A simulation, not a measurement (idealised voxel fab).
Process module, titled voxel transistor to metal
It is cross-section cut that appears here, measuring 170 nm in width, its square cells being 5 nm in size.
Think of the cross-section as a grid of square cells. We describe it in bands, top to bottom, and each band covers one or more rows of those cells. Band entry format. Leading values: height of top, height of bottom, nm. Remainder: materials in left-to-right order, each with its width in nm. Special words: "full width" on a single material, which then fills the band edge to edge; "air", empty space. Basically, 0 is our baseline, since under it the wafer straight out of the box is all one material. The bottom band has no lower end and keeps on going down, so it looks like "0 -> down". Width spec "30->40" -> top row of cells at first value, bottom row at second value, equal per-row change in between. For the purposes of this document, the phrase "all unchanged" attached to a step denotes that no cell within the cross-section was modified by that step. The entry "Enclosed void listing" lists the empty spaces that cover at least 8 cells and have no open path to the top. Each is written as width x height at distance, where the distance is measured from the left edge and all three values are in nm. That trailing text on a step's line, after the settings, is the simulator's own remark on the step. "overlay nm" denotes, for a step that has a mask, the displacement of the mask to the right of its planned place, with negative values corresponding to the left.
**This section lists the process steps that were planned**
1) RECEIVE, material Si
2) CONFORMAL_DEP, material SiO2, thk nm 5
3) CONFORMAL_DEP, material SiN, thk nm 15
4) DIRECTIONAL_DEP, material aC, thk nm 10
5) PATTERN, tone cover, mask id ACTIVE, material resist, width nm 130, thk nm 30, overlay nm 0
6) DIRECTIONAL_ETCH, etch materials aC, depth nm 10
7) STRIP, etch materials resist
8) DIRECTIONAL_ETCH, etch materials SiN, depth nm 15
9) DIRECTIONAL_ETCH, etch materials SiO2, depth nm 5
10) DIRECTIONAL_ETCH, etch materials Si, depth nm 30
11) STRIP, etch materials aC
12) OXIDIZE, depth nm 5
13) FILL_DEP, material SiO2, thk nm 5
14) CMP, height nm 20
15) SELECTIVE_ETCH, etch materials SiO2, depth nm 5
16) STRIP, etch materials SiN
17) SELECTIVE_ETCH, etch materials SiO2, depth nm 5
18) OXIDIZE, depth nm 5
19) DIRECTIONAL_DEP, material polySi, thk nm 30
20) DIRECTIONAL_DEP, material SiCN, thk nm 10
21) MASKED_ETCH, tone cover, mask id GATE, width nm 30, etch materials SiCN, depth nm 20, overlay nm 0
22) MASKED_ETCH, tone cover, mask id GATE, width nm 30, etch materials polySi, depth nm 40, overlay nm 0
23) CONFORMAL_DEP, material SiO2, thk nm 5
24) DIRECTIONAL_ETCH, etch materials SiO2, depth nm 5
25) CONFORMAL_DEP, material SiN, thk nm 10
26) DIRECTIONAL_ETCH, etch materials SiN, depth nm 10
27) DIRECTIONAL_ETCH, etch materials SiO2, depth nm 5
28) EPI, material pSi, thk nm 5
29) FILL_DEP, material SiO2, thk nm 10
30) CMP, height nm 30
31) STRIP, etch materials polySi
32) SELECTIVE_ETCH, etch materials SiO2, depth nm 5
33) CONFORMAL_DEP, material HfO2, thk nm 5
34) CONFORMAL_DEP, material TiN, thk nm 5
35) FILL_DEP, material W, thk nm 10
36) CMP, height nm 25
37) DIRECTIONAL_DEP, material SiO2, thk nm 15
38) MASKED_ETCH, tone open, mask id CONTACT, width nm 20, pitch nm 90, etch materials SiO2, depth nm 40, overlay nm 0
39) CONFORMAL_DEP, material TiN, thk nm 5
40) FILL_DEP, material Ru, thk nm 5
41) CMP, height nm 40
42) CONFORMAL_DEP, material SiN, thk nm 5
43) DIRECTIONAL_DEP, material lowk, thk nm 15
44) PATTERN, tone open, mask id METAL_1, material resist, width nm 20, pitch nm 90, thk nm 20, overlay nm 0
45) DIRECTIONAL_ETCH, etch materials lowk, depth nm 15
46) DIRECTIONAL_ETCH, etch materials SiN, depth nm 5
47) STRIP, etch materials resist
48) CONFORMAL_DEP, material TiN, thk nm 5
49) FILL_DEP, material Cu, thk nm 5
50) CMP, height nm 60
51) CONFORMAL_DEP, material SiCN, thk nm 5
52) DIRECTIONAL_DEP, material SiO2, thk nm 30
53) PATTERN, tone open, mask id METAL_2, material resist, width nm 20, pitch nm 90, thk nm 20, overlay nm 0
54) DIRECTIONAL_ETCH, etch materials SiO2, depth nm 20
55) STRIP, etch materials resist
56) DIRECTIONAL_DEP, material aC, thk nm 10
57) PATTERN, tone open, mask id METAL_2_HOLES, material resist, width nm 15, pitch nm 90, thk nm 30, overlay nm 0
58) DIRECTIONAL_ETCH, etch materials aC, depth nm 10
59) STRIP, etch materials resist
60) DIRECTIONAL_ETCH, etch materials SiO2, depth nm 10
61) DIRECTIONAL_ETCH, etch materials SiCN, depth nm 5
62) STRIP, etch materials aC
63) CONFORMAL_DEP, material TiN, thk nm 5
64) FILL_DEP, material Cu, thk nm 10
65) CMP, height nm 95
66) CONFORMAL_DEP, material SiCN, thk nm 5
**The first of a set of two wafers, run to plan**
**Here's what the wafer looked like in cross-section when it arrived - that's after step 1**
> 0 -> down  Si full width
> Enclosed void listing: none
**The following cross-section depicts the wafer upon completion of step 2**
> 5 -> 0  SiO2 full width
> Below 0, no change.
**The following cross-section depicts the wafer upon completion of step 3**
> 20 -> 5  SiN full width
> Below 5, no change.
**The following cross-section depicts the wafer upon completion of step 4**
> 30 -> 20  aC full width
> Below 20, no change.
**The following cross-section depicts the wafer upon completion of step 5**
> 60 -> 30  air 20, then resist 130, then air 20
> Below 30, no change.
**The following cross-section depicts the wafer upon completion of step 6**
> 50 -> 30  air 20, then resist 130, then air 20
> 30 -> 20  air 20, then aC 130, then air 20
> Below 20, no change.
**The following cross-section depicts the wafer upon completion of step 7**
> 30 -> 20  air 20, then aC 130, then air 20
> Below 20, no change.
**The following cross-section depicts the wafer upon completion of step 8**
> 30 -> 20  air 20, then aC 130, then air 20
> 20 -> 5  air 20, then SiN 130, then air 20
> Below 5, no change.
**The following cross-section depicts the wafer upon completion of step 9**
> 30 -> 20  air 20, then aC 130, then air 20
> 20 -> 5  air 20, then SiN 130, then air 20
> 5 -> 0  air 20, then SiO2 130, then air 20
> Below 0, no change.
**The following cross-section depicts the wafer upon completion of step 10**
> 30 -> 20  air 20, then aC 130, then air 20
> 20 -> 5  air 20, then SiN 130, then air 20
> 5 -> 0  air 20, then SiO2 130, then air 20
> 0 -> -30  air 20, then Si 130, then air 20
> Below -30, no change.
**The following cross-section depicts the wafer upon completion of step 11**
> 20 -> 5  air 20, then SiN 130, then air 20
> Below 5, no change.
**The following cross-section depicts the wafer upon completion of step 12**
> 20 -> 5  air 20, then SiN 130, then air 20
> 5 -> 0  air 20, then SiO2 130, then air 20
> 0 -> -30  air 20, then SiO2 5, then Si 120, then SiO2 5, then air 20
> -30 -> -35  SiO2 25, then Si 120, then SiO2 25
> Below -35, no change.
**The following cross-section depicts the wafer upon completion of step 13**
> 25 -> 20  SiO2 full width
> 20 -> 5  SiO2 20, then SiN 130, then SiO2 20
> 5 -> 0  SiO2 full width
> 0 -> -35  SiO2 25, then Si 120, then SiO2 25
> Below -35, no change.
**The following cross-section depicts the wafer upon completion of step 14**
> 20 -> 5  SiO2 20, then SiN 130, then SiO2 20
> Below 5, no change.
**The following cross-section depicts the wafer upon completion of step 15**
> 20 -> 15  air 20, then SiN 130, then air 20
> Below 15, no change.
**The following cross-section depicts the wafer upon completion of step 16**
> 15 -> 5  SiO2 20, then air 130, then SiO2 20
> Below 5, no change.
**The following cross-section depicts the wafer upon completion of step 17**
> 10 -> 0  SiO2 15, then air 140, then SiO2 15
> Below 0, no change.
**The following cross-section depicts the wafer upon completion of step 18**
> 10 -> 0  SiO2 15, then air 140, then SiO2 15
> 0 -> -5  SiO2 full width
> Below -5, no change.
**The following cross-section depicts the wafer upon completion of step 19**
> 40 -> 30  polySi 15, then air 140, then polySi 15
> 30 -> 10  polySi full width
> 10 -> 0  SiO2 15, then polySi 140, then SiO2 15
> Below 0, no change.
**The following cross-section depicts the wafer upon completion of step 20**
> 50 -> 40  SiCN 15, then air 140, then SiCN 15
> 40 -> 30  polySi 15, then SiCN 140, then polySi 15
> Below 30, no change.
**The following cross-section depicts the wafer upon completion of step 21**
> 40 -> 30  polySi 15, then air 55, then SiCN 30, then air 55, then polySi 15
> Below 30, no change.
**The following cross-section depicts the wafer upon completion of step 22**
> 40 -> 30  air 70, then SiCN 30, then air 70
> 30 -> 10  air 70, then polySi 30, then air 70
> 10 -> 0  SiO2 15, then air 55, then polySi 30, then air 55, then SiO2 15
> Below 0, no change.
**The following cross-section depicts the wafer upon completion of step 23**
> 45 -> 40  air 65, then SiO2 40, then air 65
> 40 -> 30  air 65, then SiO2 5, then SiCN 30, then SiO2 5, then air 65
> 30 -> 15  air 65, then SiO2 5, then polySi 30, then SiO2 5, then air 65
> 15 -> 5  SiO2 20, then air 45, then SiO2 5, then polySi 30, then SiO2 5, then air 45, then SiO2 20
> 5 -> 0  SiO2 70, then polySi 30, then SiO2 70
> Below 0, no change.
**The following cross-section depicts the wafer upon completion of step 24**
> 40 -> 30  air 65, then SiO2 5, then SiCN 30, then SiO2 5, then air 65
> 30 -> 10  air 65, then SiO2 5, then polySi 30, then SiO2 5, then air 65
> 10 -> 0  SiO2 20, then air 45, then SiO2 5, then polySi 30, then SiO2 5, then air 45, then SiO2 20
> Below 0, no change.
**The following cross-section depicts the wafer upon completion of step 25**
> 50 -> 40  air 55, then SiN 60, then air 55
> 40 -> 30  air 55, then SiN 10, then SiO2 5, then SiCN 30, then SiO2 5, then SiN 10, then air 55
> 30 -> 20  air 55, then SiN 10, then SiO2 5, then polySi 30, then SiO2 5, then SiN 10, then air 55
> 20 -> 10  SiN 30, then air 25, then SiN 10, then SiO2 5, then polySi 30, then SiO2 5, then SiN 10, then air 25, then SiN 30
> 10 -> 0  SiO2 20, then SiN 45, then SiO2 5, then polySi 30, then SiO2 5, then SiN 45, then SiO2 20
> Below 0, no change.
**The following cross-section depicts the wafer upon completion of step 26**
> 40 -> 30  air 55, then SiN 10, then SiO2 5, then SiCN 30, then SiO2 5, then SiN 10, then air 55
> 30 -> 10  air 55, then SiN 10, then SiO2 5, then polySi 30, then SiO2 5, then SiN 10, then air 55
> 10 -> 0  SiO2 20, then SiN 10, then air 25, then SiN 10, then SiO2 5, then polySi 30, then SiO2 5, then SiN 10, then air 25, then SiN 10, then SiO2 20
> Below 0, no change.
**The following cross-section depicts the wafer upon completion of step 27**
> 40 -> 35  air 55, then SiN 10, then air 5, then SiCN 30, then air 5, then SiN 10, then air 55
> 35 -> 30  air 55, then SiN 10, then SiO2 5, then SiCN 30, then SiO2 5, then SiN 10, then air 55
> 30 -> 10  air 55, then SiN 10, then SiO2 5, then polySi 30, then SiO2 5, then SiN 10, then air 55
> 10 -> 5  air 20, then SiN 10, then air 25, then SiN 10, then SiO2 5, then polySi 30, then SiO2 5, then SiN 10, then air 25, then SiN 10, then air 20
> 5 -> 0  SiO2 20, then SiN 10, then air 25, then SiN 10, then SiO2 5, then polySi 30, then SiO2 5, then SiN 10, then air 25, then SiN 10, then SiO2 20
> 0 -> -5  SiO2 30, then air 25, then SiO2 60, then air 25, then SiO2 30
> Below -5, no change.
**The following cross-section depicts the wafer upon completion of step 28**
> 40 -> 35  air 55, then SiN 10, then air 5, then SiCN 30, then air 5, then SiN 10, then air 55
> 35 -> 30  air 55, then SiN 10, then SiO2 5, then SiCN 30, then SiO2 5, then SiN 10, then air 55
> 30 -> 10  air 55, then SiN 10, then SiO2 5, then polySi 30, then SiO2 5, then SiN 10, then air 55
> 10 -> 5  air 20, then SiN 10, then air 25, then SiN 10, then SiO2 5, then polySi 30, then SiO2 5, then SiN 10, then air 25, then SiN 10, then air 20
> 5 -> 0  SiO2 20, then SiN 10, then air 25, then SiN 10, then SiO2 5, then polySi 30, then SiO2 5, then SiN 10, then air 25, then SiN 10, then SiO2 20
> 0 -> -5  SiO2 30, then pSi 25, then SiO2 60, then pSi 25, then SiO2 30
> Below -5, no change.
**The following cross-section depicts the wafer upon completion of step 29**
> 50 -> 40  SiO2 full width
> 40 -> 30  SiO2 55, then SiN 10, then SiO2 5, then SiCN 30, then SiO2 5, then SiN 10, then SiO2 55
> 30 -> 10  SiO2 55, then SiN 10, then SiO2 5, then polySi 30, then SiO2 5, then SiN 10, then SiO2 55
> 10 -> 0  SiO2 20, then SiN 10, then SiO2 25, then SiN 10, then SiO2 5, then polySi 30, then SiO2 5, then SiN 10, then SiO2 25, then SiN 10, then SiO2 20
> Below 0, no change.
**The following cross-section depicts the wafer upon completion of step 30**
> 30 -> 10  SiO2 55, then SiN 10, then SiO2 5, then polySi 30, then SiO2 5, then SiN 10, then SiO2 55
> Below 10, no change.
**The following cross-section depicts the wafer upon completion of step 31**
> 30 -> 10  SiO2 55, then SiN 10, then SiO2 5, then air 30, then SiO2 5, then SiN 10, then SiO2 55
> 10 -> 0  SiO2 20, then SiN 10, then SiO2 25, then SiN 10, then SiO2 5, then air 30, then SiO2 5, then SiN 10, then SiO2 25, then SiN 10, then SiO2 20
> Below 0, no change.
**The following cross-section depicts the wafer upon completion of step 32**
> 30 -> 25  air 55, then SiN 10, then air 40, then SiN 10, then air 55
> 25 -> 10  SiO2 55, then SiN 10, then air 40, then SiN 10, then SiO2 55
> 10 -> 0  SiO2 20, then SiN 10, then SiO2 25, then SiN 10, then air 40, then SiN 10, then SiO2 25, then SiN 10, then SiO2 20
> 0 -> -5  SiO2 30, then pSi 25, then SiO2 10, then air 40, then SiO2 10, then pSi 25, then SiO2 30
> Below -5, no change.
**The following cross-section depicts the wafer upon completion of step 33**
> 35 -> 30  air 50, then HfO2 20, then air 30, then HfO2 20, then air 50
> 30 -> 25  HfO2 55, then SiN 10, then HfO2 5, then air 30, then HfO2 5, then SiN 10, then HfO2 55
> 25 -> 10  SiO2 55, then SiN 10, then HfO2 5, then air 30, then HfO2 5, then SiN 10, then SiO2 55
> 10 -> 0  SiO2 20, then SiN 10, then SiO2 25, then SiN 10, then HfO2 5, then air 30, then HfO2 5, then SiN 10, then SiO2 25, then SiN 10, then SiO2 20
> 0 -> -5  SiO2 30, then pSi 25, then SiO2 10, then HfO2 40, then SiO2 10, then pSi 25, then SiO2 30
> Below -5, no change.
**The following cross-section depicts the wafer upon completion of step 34**
> 40 -> 35  air 45, then TiN 30, then air 20, then TiN 30, then air 45
> 35 -> 30  TiN 50, then HfO2 20, then TiN 5, then air 20, then TiN 5, then HfO2 20, then TiN 50
> 30 -> 25  HfO2 55, then SiN 10, then HfO2 5, then TiN 5, then air 20, then TiN 5, then HfO2 5, then SiN 10, then HfO2 55
> 25 -> 10  SiO2 55, then SiN 10, then HfO2 5, then TiN 5, then air 20, then TiN 5, then HfO2 5, then SiN 10, then SiO2 55
> 10 -> 5  SiO2 20, then SiN 10, then SiO2 25, then SiN 10, then HfO2 5, then TiN 5, then air 20, then TiN 5, then HfO2 5, then SiN 10, then SiO2 25, then SiN 10, then SiO2 20
> 5 -> 0  SiO2 20, then SiN 10, then SiO2 25, then SiN 10, then HfO2 5, then TiN 30, then HfO2 5, then SiN 10, then SiO2 25, then SiN 10, then SiO2 20
> Below 0, no change.
**The following cross-section depicts the wafer upon completion of step 35**
> 50 -> 40  W full width
> 40 -> 35  W 45, then TiN 30, then W 20, then TiN 30, then W 45
> 35 -> 30  TiN 50, then HfO2 20, then TiN 5, then W 20, then TiN 5, then HfO2 20, then TiN 50
> 30 -> 25  HfO2 55, then SiN 10, then HfO2 5, then TiN 5, then W 20, then TiN 5, then HfO2 5, then SiN 10, then HfO2 55
> 25 -> 10  SiO2 55, then SiN 10, then HfO2 5, then TiN 5, then W 20, then TiN 5, then HfO2 5, then SiN 10, then SiO2 55
> 10 -> 5  SiO2 20, then SiN 10, then SiO2 25, then SiN 10, then HfO2 5, then TiN 5, then W 20, then TiN 5, then HfO2 5, then SiN 10, then SiO2 25, then SiN 10, then SiO2 20
> Below 5, no change.
**The following cross-section depicts the wafer upon completion of step 36**
> 25 -> 10  SiO2 55, then SiN 10, then HfO2 5, then TiN 5, then W 20, then TiN 5, then HfO2 5, then SiN 10, then SiO2 55
> Below 10, no change.
**The following cross-section depicts the wafer upon completion of step 37**
> 40 -> 25  SiO2 full width
> Below 25, no change.
**The following cross-section depicts the wafer upon completion of step 38**
> 40 -> 25  SiO2 30, then air 20, then SiO2 70, then air 20, then SiO2 30
> 25 -> 10  SiO2 30, then air 20, then SiO2 5, then SiN 10, then HfO2 5, then TiN 5, then W 20, then TiN 5, then HfO2 5, then SiN 10, then SiO2 5, then air 20, then SiO2 30
> 10 -> 5  SiO2 20, then SiN 10, then air 20, then SiO2 5, then SiN 10, then HfO2 5, then TiN 5, then W 20, then TiN 5, then HfO2 5, then SiN 10, then SiO2 5, then air 20, then SiN 10, then SiO2 20
> 5 -> 0  SiO2 20, then SiN 10, then air 20, then SiO2 5, then SiN 10, then HfO2 5, then TiN 30, then HfO2 5, then SiN 10, then SiO2 5, then air 20, then SiN 10, then SiO2 20
> Below 0, no change.
**The following cross-section depicts the wafer upon completion of step 39**
> 45 -> 40  TiN 35, then air 10, then TiN 80, then air 10, then TiN 35
> 40 -> 25  SiO2 30, then TiN 5, then air 10, then TiN 5, then SiO2 70, then TiN 5, then air 10, then TiN 5, then SiO2 30
> 25 -> 10  SiO2 30, then TiN 5, then air 10, then TiN 5, then SiO2 5, then SiN 10, then HfO2 5, then TiN 5, then W 20, then TiN 5, then HfO2 5, then SiN 10, then SiO2 5, then TiN 5, then air 10, then TiN 5, then SiO2 30
> 10 -> 5  SiO2 20, then SiN 10, then TiN 5, then air 10, then TiN 5, then SiO2 5, then SiN 10, then HfO2 5, then TiN 5, then W 20, then TiN 5, then HfO2 5, then SiN 10, then SiO2 5, then TiN 5, then air 10, then TiN 5, then SiN 10, then SiO2 20
> 5 -> 0  SiO2 20, then SiN 10, then TiN 20, then SiO2 5, then SiN 10, then HfO2 5, then TiN 30, then HfO2 5, then SiN 10, then SiO2 5, then TiN 20, then SiN 10, then SiO2 20
> Below 0, no change.
**The following cross-section depicts the wafer upon completion of step 40**
> 50 -> 45  Ru full width
> 45 -> 40  TiN 35, then Ru 10, then TiN 80, then Ru 10, then TiN 35
> 40 -> 25  SiO2 30, then TiN 5, then Ru 10, then TiN 5, then SiO2 70, then TiN 5, then Ru 10, then TiN 5, then SiO2 30
> 25 -> 10  SiO2 30, then TiN 5, then Ru 10, then TiN 5, then SiO2 5, then SiN 10, then HfO2 5, then TiN 5, then W 20, then TiN 5, then HfO2 5, then SiN 10, then SiO2 5, then TiN 5, then Ru 10, then TiN 5, then SiO2 30
> 10 -> 5  SiO2 20, then SiN 10, then TiN 5, then Ru 10, then TiN 5, then SiO2 5, then SiN 10, then HfO2 5, then TiN 5, then W 20, then TiN 5, then HfO2 5, then SiN 10, then SiO2 5, then TiN 5, then Ru 10, then TiN 5, then SiN 10, then SiO2 20
> Below 5, no change.
**The following cross-section depicts the wafer upon completion of step 41**
> 40 -> 25  SiO2 30, then TiN 5, then Ru 10, then TiN 5, then SiO2 70, then TiN 5, then Ru 10, then TiN 5, then SiO2 30
> Below 25, no change.
**The following cross-section depicts the wafer upon completion of step 42**
> 45 -> 40  SiN full width
> Below 40, no change.
**The following cross-section depicts the wafer upon completion of step 43**
> 60 -> 45  lowk full width
> Below 45, no change.
**The following cross-section depicts the wafer upon completion of step 44**
> 80 -> 60  resist 30, then air 20, then resist 70, then air 20, then resist 30
> Below 60, no change.
**The following cross-section depicts the wafer upon completion of step 45**
> 80 -> 60  resist 30, then air 20, then resist 70, then air 20, then resist 30
> 60 -> 45  lowk 30, then air 20, then lowk 70, then air 20, then lowk 30
> Below 45, no change.
**The following cross-section depicts the wafer upon completion of step 46**
> 80 -> 60  resist 30, then air 20, then resist 70, then air 20, then resist 30
> 60 -> 45  lowk 30, then air 20, then lowk 70, then air 20, then lowk 30
> 45 -> 40  SiN 30, then air 20, then SiN 70, then air 20, then SiN 30
> Below 40, no change.
**The following cross-section depicts the wafer upon completion of step 47**
> 60 -> 45  lowk 30, then air 20, then lowk 70, then air 20, then lowk 30
> Below 45, no change.
**The following cross-section depicts the wafer upon completion of step 48**
> 65 -> 60  TiN 35, then air 10, then TiN 80, then air 10, then TiN 35
> 60 -> 45  lowk 30, then TiN 5, then air 10, then TiN 5, then lowk 70, then TiN 5, then air 10, then TiN 5, then lowk 30
> 45 -> 40  SiN 30, then TiN 20, then SiN 70, then TiN 20, then SiN 30
> Below 40, no change.
**The following cross-section depicts the wafer upon completion of step 49**
> 70 -> 65  Cu full width
> 65 -> 60  TiN 35, then Cu 10, then TiN 80, then Cu 10, then TiN 35
> 60 -> 45  lowk 30, then TiN 5, then Cu 10, then TiN 5, then lowk 70, then TiN 5, then Cu 10, then TiN 5, then lowk 30
> Below 45, no change.
**The following cross-section depicts the wafer upon completion of step 50**
> 60 -> 45  lowk 30, then TiN 5, then Cu 10, then TiN 5, then lowk 70, then TiN 5, then Cu 10, then TiN 5, then lowk 30
> Below 45, no change.
**The following cross-section depicts the wafer upon completion of step 51**
> 65 -> 60  SiCN full width
> Below 60, no change.
**The following cross-section depicts the wafer upon completion of step 52**
> 95 -> 65  SiO2 full width
> Below 65, no change.
**The following cross-section depicts the wafer upon completion of step 53**
> 115 -> 95  resist 30, then air 20, then resist 70, then air 20, then resist 30
> Below 95, no change.
**The following cross-section depicts the wafer upon completion of step 54**
> 115 -> 95  resist 30, then air 20, then resist 70, then air 20, then resist 30
> 95 -> 75  SiO2 30, then air 20, then SiO2 70, then air 20, then SiO2 30
> Below 75, no change.
**The following cross-section depicts the wafer upon completion of step 55**
> 95 -> 75  SiO2 30, then air 20, then SiO2 70, then air 20, then SiO2 30
> Below 75, no change.
**The following cross-section depicts the wafer upon completion of step 56**
> 105 -> 95  aC 30, then air 20, then aC 70, then air 20, then aC 30
> 95 -> 85  SiO2 30, then air 20, then SiO2 70, then air 20, then SiO2 30
> 85 -> 75  SiO2 30, then aC 20, then SiO2 70, then aC 20, then SiO2 30
> Below 75, no change.
**The following cross-section depicts the wafer upon completion of step 57**
> 135 -> 105  resist 30, then air 15, then resist 75, then air 15, then resist 35
> 105 -> 95  aC 30, then air 15, then resist 5, then aC 70, then air 15, then resist 5, then aC 30
> 95 -> 85  SiO2 30, then air 15, then resist 5, then SiO2 70, then air 15, then resist 5, then SiO2 30
> Below 85, no change.
**The following cross-section depicts the wafer upon completion of step 58**
> 125 -> 105  resist 30, then air 15, then resist 75, then air 15, then resist 35
> 105 -> 95  aC 30, then air 15, then resist 5, then aC 70, then air 15, then resist 5, then aC 30
> 95 -> 85  SiO2 30, then air 15, then resist 5, then SiO2 70, then air 15, then resist 5, then SiO2 30
> 85 -> 75  SiO2 30, then air 15, then aC 5, then SiO2 70, then air 15, then aC 5, then SiO2 30
> Below 75, no change.
**The following cross-section depicts the wafer upon completion of step 59**
> 105 -> 95  aC 30, then air 20, then aC 70, then air 20, then aC 30
> 95 -> 85  SiO2 30, then air 20, then SiO2 70, then air 20, then SiO2 30
> Below 85, no change.
**The following cross-section depicts the wafer upon completion of step 60**
> 105 -> 95  aC 30, then air 20, then aC 70, then air 20, then aC 30
> 95 -> 85  SiO2 30, then air 20, then SiO2 70, then air 20, then SiO2 30
> 85 -> 75  SiO2 30, then air 15, then aC 5, then SiO2 70, then air 15, then aC 5, then SiO2 30
> 75 -> 65  SiO2 30, then air 15, then SiO2 75, then air 15, then SiO2 35
> Below 65, no change.
**The following cross-section depicts the wafer upon completion of step 61**
> 105 -> 95  aC 30, then air 20, then aC 70, then air 20, then aC 30
> 95 -> 85  SiO2 30, then air 20, then SiO2 70, then air 20, then SiO2 30
> 85 -> 75  SiO2 30, then air 15, then aC 5, then SiO2 70, then air 15, then aC 5, then SiO2 30
> 75 -> 65  SiO2 30, then air 15, then SiO2 75, then air 15, then SiO2 35
> 65 -> 60  SiCN 30, then air 15, then SiCN 75, then air 15, then SiCN 35
> Below 60, no change.
**The following cross-section depicts the wafer upon completion of step 62**
> 95 -> 75  SiO2 30, then air 20, then SiO2 70, then air 20, then SiO2 30
> Below 75, no change.
**The following cross-section depicts the wafer upon completion of step 63**
> 100 -> 95  TiN 35, then air 10, then TiN 80, then air 10, then TiN 35
> 95 -> 80  SiO2 30, then TiN 5, then air 10, then TiN 5, then SiO2 70, then TiN 5, then air 10, then TiN 5, then SiO2 30
> 80 -> 75  SiO2 30, then TiN 5, then air 5, then TiN 10, then SiO2 70, then TiN 5, then air 5, then TiN 10, then SiO2 30
> 75 -> 65  SiO2 30, then TiN 5, then air 5, then TiN 5, then SiO2 75, then TiN 5, then air 5, then TiN 5, then SiO2 35
> 65 -> 60  SiCN 30, then TiN 15, then SiCN 75, then TiN 15, then SiCN 35
> Below 60, no change.
**The following cross-section depicts the wafer upon completion of step 64**
> 110 -> 100  Cu full width
> 100 -> 95  TiN 35, then Cu 10, then TiN 80, then Cu 10, then TiN 35
> 95 -> 80  SiO2 30, then TiN 5, then Cu 10, then TiN 5, then SiO2 70, then TiN 5, then Cu 10, then TiN 5, then SiO2 30
> 80 -> 75  SiO2 30, then TiN 5, then Cu 5, then TiN 10, then SiO2 70, then TiN 5, then Cu 5, then TiN 10, then SiO2 30
> 75 -> 65  SiO2 30, then TiN 5, then Cu 5, then TiN 5, then SiO2 75, then TiN 5, then Cu 5, then TiN 5, then SiO2 35
> Below 65, no change.
**The following cross-section depicts the wafer upon completion of step 65**
> 95 -> 80  SiO2 30, then TiN 5, then Cu 10, then TiN 5, then SiO2 70, then TiN 5, then Cu 10, then TiN 5, then SiO2 30
> Below 80, no change.
**The following cross-section depicts the wafer upon completion of step 66**
> 100 -> 95  SiCN full width
> Below 95, no change.
**Wafer two. Same start, same plan, one slip in execution. Same as wafer one through step 51, inclusive**
**Cross-section of the second wafer at the time by which step 52 should have been completed according to the plan**
> 125 -> 65  SiO2 full width
> Below 65, no change.
**Cross-section of the second wafer at the time by which step 53 should have been completed according to the plan**
> 145 -> 125  resist 30, then air 20, then resist 70, then air 20, then resist 30
> Below 125, no change.
**Cross-section of the second wafer at the time by which step 54 should have been completed according to the plan**
> 145 -> 125  resist 30, then air 20, then resist 70, then air 20, then resist 30
> 125 -> 105  SiO2 30, then air 20, then SiO2 70, then air 20, then SiO2 30
> Below 105, no change.
**Cross-section of the second wafer at the time by which step 55 should have been completed according to the plan**
> 125 -> 105  SiO2 30, then air 20, then SiO2 70, then air 20, then SiO2 30
> Below 105, no change.
**Cross-section of the second wafer at the time by which step 56 should have been completed according to the plan**
> 135 -> 125  aC 30, then air 20, then aC 70, then air 20, then aC 30
> 125 -> 115  SiO2 30, then air 20, then SiO2 70, then air 20, then SiO2 30
> 115 -> 105  SiO2 30, then aC 20, then SiO2 70, then aC 20, then SiO2 30
> Below 105, no change.
**Cross-section of the second wafer at the time by which step 57 should have been completed according to the plan**
> 165 -> 135  resist 30, then air 15, then resist 75, then air 15, then resist 35
> 135 -> 125  aC 30, then air 15, then resist 5, then aC 70, then air 15, then resist 5, then aC 30
> 125 -> 115  SiO2 30, then air 15, then resist 5, then SiO2 70, then air 15, then resist 5, then SiO2 30
> Below 115, no change.
**Cross-section of the second wafer at the time by which step 58 should have been completed according to the plan**
> 155 -> 135  resist 30, then air 15, then resist 75, then air 15, then resist 35
> 135 -> 125  aC 30, then air 15, then resist 5, then aC 70, then air 15, then resist 5, then aC 30
> 125 -> 115  SiO2 30, then air 15, then resist 5, then SiO2 70, then air 15, then resist 5, then SiO2 30
> 115 -> 105  SiO2 30, then air 15, then aC 5, then SiO2 70, then air 15, then aC 5, then SiO2 30
> Below 105, no change.
**Cross-section of the second wafer at the time by which step 59 should have been completed according to the plan**
> 135 -> 125  aC 30, then air 20, then aC 70, then air 20, then aC 30
> 125 -> 115  SiO2 30, then air 20, then SiO2 70, then air 20, then SiO2 30
> Below 115, no change.
**Cross-section of the second wafer at the time by which step 60 should have been completed according to the plan**
> 135 -> 125  aC 30, then air 20, then aC 70, then air 20, then aC 30
> 125 -> 115  SiO2 30, then air 20, then SiO2 70, then air 20, then SiO2 30
> 115 -> 105  SiO2 30, then air 15, then aC 5, then SiO2 70, then air 15, then aC 5, then SiO2 30
> 105 -> 95  SiO2 30, then air 15, then SiO2 75, then air 15, then SiO2 35
> Below 95, no change.
Cross-section of the second wafer at the time by which step 61 should have been completed according to the plan: all unchanged
**Cross-section of the second wafer at the time by which step 62 should have been completed according to the plan**
> 125 -> 105  SiO2 30, then air 20, then SiO2 70, then air 20, then SiO2 30
> Below 105, no change.
**Cross-section of the second wafer at the time by which step 63 should have been completed according to the plan**
> 130 -> 125  TiN 35, then air 10, then TiN 80, then air 10, then TiN 35
> 125 -> 110  SiO2 30, then TiN 5, then air 10, then TiN 5, then SiO2 70, then TiN 5, then air 10, then TiN 5, then SiO2 30
> 110 -> 100  SiO2 30, then TiN 5, then air 5, then TiN 10->5, then SiO2 70->75, then TiN 5, then air 5, then TiN 10->5, then SiO2 30->35
> 100 -> 95  SiO2 30, then TiN 15, then SiO2 75, then TiN 15, then SiO2 35
> Below 95, no change.
**Cross-section of the second wafer at the time by which step 64 should have been completed according to the plan**
> 140 -> 130  Cu full width
> 130 -> 125  TiN 35, then Cu 10, then TiN 80, then Cu 10, then TiN 35
> 125 -> 110  SiO2 30, then TiN 5, then Cu 10, then TiN 5, then SiO2 70, then TiN 5, then Cu 10, then TiN 5, then SiO2 30
> 110 -> 100  SiO2 30, then TiN 5, then Cu 5, then TiN 10->5, then SiO2 70->75, then TiN 5, then Cu 5, then TiN 10->5, then SiO2 30->35
> Below 100, no change.
**Cross-section of the second wafer at the time by which step 65 should have been completed according to the plan**
> 95 -> 65  SiO2 full width
> Below 65, no change.
**Cross-section of the second wafer at the time by which step 66 should have been completed according to the plan**
> 100 -> 95  SiCN full width
> Below 95, no change.
what went wrong: execution of plan step 52 occurred twice
Final comparison by cell count, materials where the second wafer has more or fewer than the first: Cu: 18 fewer; SiCN: 6 more; SiO2: 44 more; TiN: 32 fewer
